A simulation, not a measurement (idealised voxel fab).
process module | voxel air gaps
cross-section cut | 235 nm wide | cells 5 nm
A cross-section is a grid of square cells, given in bands from the top down. A band is one or more rows of cells.
Each band's line starts with the height of the band's top and of its bottom, in nm. Then come its materials from left to right, each with its width in nm. One material with "throughout" fills the band from edge to edge. "air" is empty space.
Height 0 is the level under which the wafer as received is all one material. The lowest band goes on downwards, as in "0 down".
A width such as "30 to 40" changes by the same amount from each row of cells to the next, from the band's top row to its bottom row.
"no change" after a step means that no cell of the cross-section changed.
closed voids: empty space of 8 cells or more with no open way to the top, each as width x height at its distance from the left edge, in nm
after a step's settings: what the simulator itself notes on the step
overlay nm, on a step with a mask: how far to the right of its planned place the mask lay; to the left if negative
plan
1 op RECEIVE | material Si
2 op CONFORMAL_DEP | material SiO2 | thk nm 10
3 op CONFORMAL_DEP | material SiCN | thk nm 5
4 op DIRECTIONAL_DEP | material SiO2 | thk nm 40
5 op MASKED_ETCH | tone open | mask id LINES | width nm 20 | pitch nm 45 | etch materials SiO2 | depth nm 40 | overlay nm 0
6 op CONFORMAL_DEP | material TiN | thk nm 5
7 op FILL_DEP | material W | thk nm 5
8 op CMP | height nm 55
9 op EPI | material Ru | thk nm 10
10 op SELECTIVE_ETCH | etch materials SiO2 | depth nm 50
11 op CONFORMAL_DEP | material SiCN | thk nm 5
as received, after step 1
  0 down: Si throughout
  closed voids: none
a wafer at the end: this start, this plan, one mistake
  65 to 55: air 30 | Ru 40 | air 5 | Ru 40 | air 5 | Ru 40 | air 5 | Ru 40 | air 30
  55 to 20: air 40 | TiN 5 | W 10 | TiN 5 | air 25 | TiN 5 | W 10 | TiN 5 | air 25 | TiN 5 | W 10 | TiN 5 | air 25 | TiN 5 | W 10 | TiN 5 | air 40
  20 to 15: air 40 | TiN 20 | air 25 | TiN 20 | air 25 | TiN 20 | air 25 | TiN 20 | air 40
  15 to 10: SiCN throughout
  10 to 0: SiO2 throughout
  0 down: Si throughout
  closed voids: none
what went wrong: step 11 was left out
